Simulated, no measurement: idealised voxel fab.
Proc. module: voxel self aligned vias
In the cross-section labelled cut, the width is 165 nm and each square cell is 5 nm.
Notation: cross-section as square-cell grid; stated in bands, top first, going down; one or more cell rows per band. What a band's entry tells you: where the top is and where the bottom is, as heights in nm, and after that what lies inside, material by material from left to right, each with its width in nm. Empty space is written as the word "blank", and a single material marked with the word "throughout" occupies the band from edge to edge. Height 0 is the level under which the wafer as received is all one material. The lowest band goes on downwards, as in "0 nm and below". The width entry "30 to 40" should be interpreted row by row: the top row of cells in the band takes the first number, the bottom row takes the second number, and the change between adjacent rows is uniform throughout. Any step labelled "nothing altered" changed none of the cells in the cross-section. Reported under the label "Closed void roster" are the empty spaces having no open way to the top and comprising 8 cells or more; the notation for each is width x height at distance, in which the distance is measured from the left edge and all three values are in nm. Past the settings on a step's line: simulator remark, on that step. Among the settings permitted on a step's line is "overlay nm"; applied to a step with a mask, it specifies the extent to which the mask lay to the right of its planned position, whereas a negative figure signifies a position to the left.

-- These are the steps we planned for the process
- 1: RECEIVE, material Si
- 2: CONFORMAL_DEP, material SiO2, thk nm 15
- 3: CONFORMAL_DEP, material SiCN, thk nm 5
- 4: DIRECTIONAL_DEP, material lowk, thk nm 20
- 5: PATTERN, tone open, mask id LINES, material resist, width nm 20, pitch nm 60, thk nm 15, overlay nm 0
- 6: DIRECTIONAL_ETCH, etch materials lowk, depth nm 20
- 7: STRIP, etch materials resist
- 8: CONFORMAL_DEP, material TiN, thk nm 5
- 9: FILL_DEP, material Ru, thk nm 10
- 10: CMP, height nm 40
- 11: SELECTIVE_ETCH, etch materials W Ru TiN, depth nm 5
- 12: FILL_DEP, material SiN, thk nm 10
- 13: CMP, height nm 40
- 14: DIRECTIONAL_DEP, material lowk, thk nm 20
- 15: MASKED_ETCH, tone open, mask id VIAS, width nm 40, etch materials lowk, depth nm 20, overlay nm 0
- 16: MASKED_ETCH, tone open, mask id VIAS, width nm 40, etch materials SiN, depth nm 5, overlay nm 0
- 17: CONFORMAL_DEP, material TiN, thk nm 5
- 18: FILL_DEP, material W, thk nm 10
- 19: CMP, height nm 60
- 20: CONFORMAL_DEP, material SiCN, thk nm 5

-- Cross-section of the wafer upon arrival, representing the state reached after step 1
  0 nm and below: Si throughout
  Closed void roster: none

-- Result of the module, cross-sectioned: start per above, plan per above, one error in how it was run
  65 nm to 60 nm: SiCN throughout
  60 nm to 55 nm: TiN=35 | W=30 | TiN=100
  55 nm to 40 nm: lowk=30 | TiN=5 | W=30 | TiN=5 | lowk=95
  40 nm to 35 nm: lowk=30 | TiN=40 | lowk=95
  35 nm to 25 nm: lowk=40 | TiN=5 | Ru=10 | TiN=5 | lowk=40 | TiN=5 | Ru=10 | TiN=5 | lowk=45
  25 nm to 20 nm: lowk=40 | TiN=20 | lowk=40 | TiN=20 | lowk=45
  20 nm to 15 nm: SiCN throughout
  15 nm to 0 nm: SiO2 throughout
  0 nm and below: Si throughout
  Closed void roster: none
Error vs. plan: step 13 went in with a setting other than planned; the actual run was CMP, height nm 35
